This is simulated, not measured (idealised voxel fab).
The process module that follows is named voxel self aligned vias.
cross-section cut | 300 nm wide | cells 5 nm
Heads up, the way a cross-section reads in here is a grid of square cells, handed over as bands from the top down, with every band being one or more rows of cells.
Top, bottom (nm), then materials left to right with widths (nm); lone material tagged "full width" fills the whole band edge to edge; "blank" = empty space.
Where do heights start? At 0: under that level the wafer as delivered is made of one material only. And the lowest band has no floor; it just carries on downward, as in "0 down".
Width "30 to 40": first value at the band's top row of cells, second value at its bottom row, equal change from row to row.
"everything unchanged" means the step left every cell of the cross-section as it was.
For the entry "Sealed void listing", the listed items are empty spaces with no open way to the top whose size is 8 cells or more; each item follows the pattern width x height at distance, where distance is from the left edge and all three are in nm.
On a step's line, text after the settings is the simulator commenting on that step.
"overlay nm" denotes, for a step that has a mask, the displacement of the mask to the right of its planned place, with negative values corresponding to the left.
So here's the lineup of process steps we planned:
- 1: RECEIVE [material Si]
- 2: CONFORMAL_DEP [material SiO2] [thk nm 15]
- 3: CONFORMAL_DEP [material SiCN] [thk nm 5]
- 4: DIRECTIONAL_DEP [material lowk] [thk nm 20]
- 5: MASKED_ETCH [tone open] [mask id LINES] [width nm 20] [pitch nm 65] [etch materials lowk] [depth nm 30] [overlay nm 0]
- 6: CONFORMAL_DEP [material TiN] [thk nm 5]
- 7: FILL_DEP [material W] [thk nm 10]
- 8: CMP [height nm 50]
- 9: SELECTIVE_ETCH [etch materials W Ru TiN] [depth nm 5]
- 10: FILL_DEP [material SiN] [thk nm 10]
- 11: CMP [height nm 50]
- 12: DIRECTIONAL_DEP [material lowk] [thk nm 15]
- 13: PATTERN [tone open] [mask id VIAS] [material resist] [width nm 40] [pitch nm 65] [thk nm 15] [overlay nm 0]
- 14: DIRECTIONAL_ETCH [etch materials lowk] [depth nm 15]
- 15: DIRECTIONAL_ETCH [etch materials SiN] [depth nm 5]
- 16: STRIP [etch materials resist]
- 17: CONFORMAL_DEP [material TiN] [thk nm 5]
- 18: FILL_DEP [material Cu] [thk nm 10]
- 19: CMP [height nm 65]
- 20: CONFORMAL_DEP [material SiN] [thk nm 5]
It is noted that the wafers described herein are identical at the outset and are distinguished by the thk nm of step 4; the value stated in the plan corresponds to the first wafer.
So this is the first of several wafers, cross-sectioned as it came to us, meaning it's at the end of step 1:
  0 down: Si full width
  Sealed void listing: none
Here is how to read the rows: every wafer has a row, and it shows the wafer at the end of the module, giving for each material how many cells were gained (+) or lost (-) since the wafer was received, then listing its closed voids:
thk nm 20 | +54 Cu | +60 SiCN | +96 SiN | +180 SiO2 | +126 TiN | +24 W | +300 lowk | Sealed void listing: none
thk nm 25 | +54 Cu | +60 SiCN | +96 SiN | +180 SiO2 | +78 TiN | +24 W | +348 lowk | Sealed void listing: none
thk nm 30 | +42 Cu | +60 SiCN | +60 SiN | +180 SiO2 | +78 TiN | +24 W | +396 lowk | Sealed void listing: none
thk nm 35 | +42 Cu | +60 SiCN | +60 SiN | +180 SiO2 | +72 TiN | +18 W | +408 lowk | Sealed void listing: none
thk nm 40 | +42 Cu | +60 SiCN | +60 SiN | +180 SiO2 | +66 TiN | +12 W | +420 lowk | Sealed void listing: none
thk nm 45 | +42 Cu | +60 SiCN | +60 SiN | +180 SiO2 | +60 TiN | +6 W | +432 lowk | Sealed void listing: none
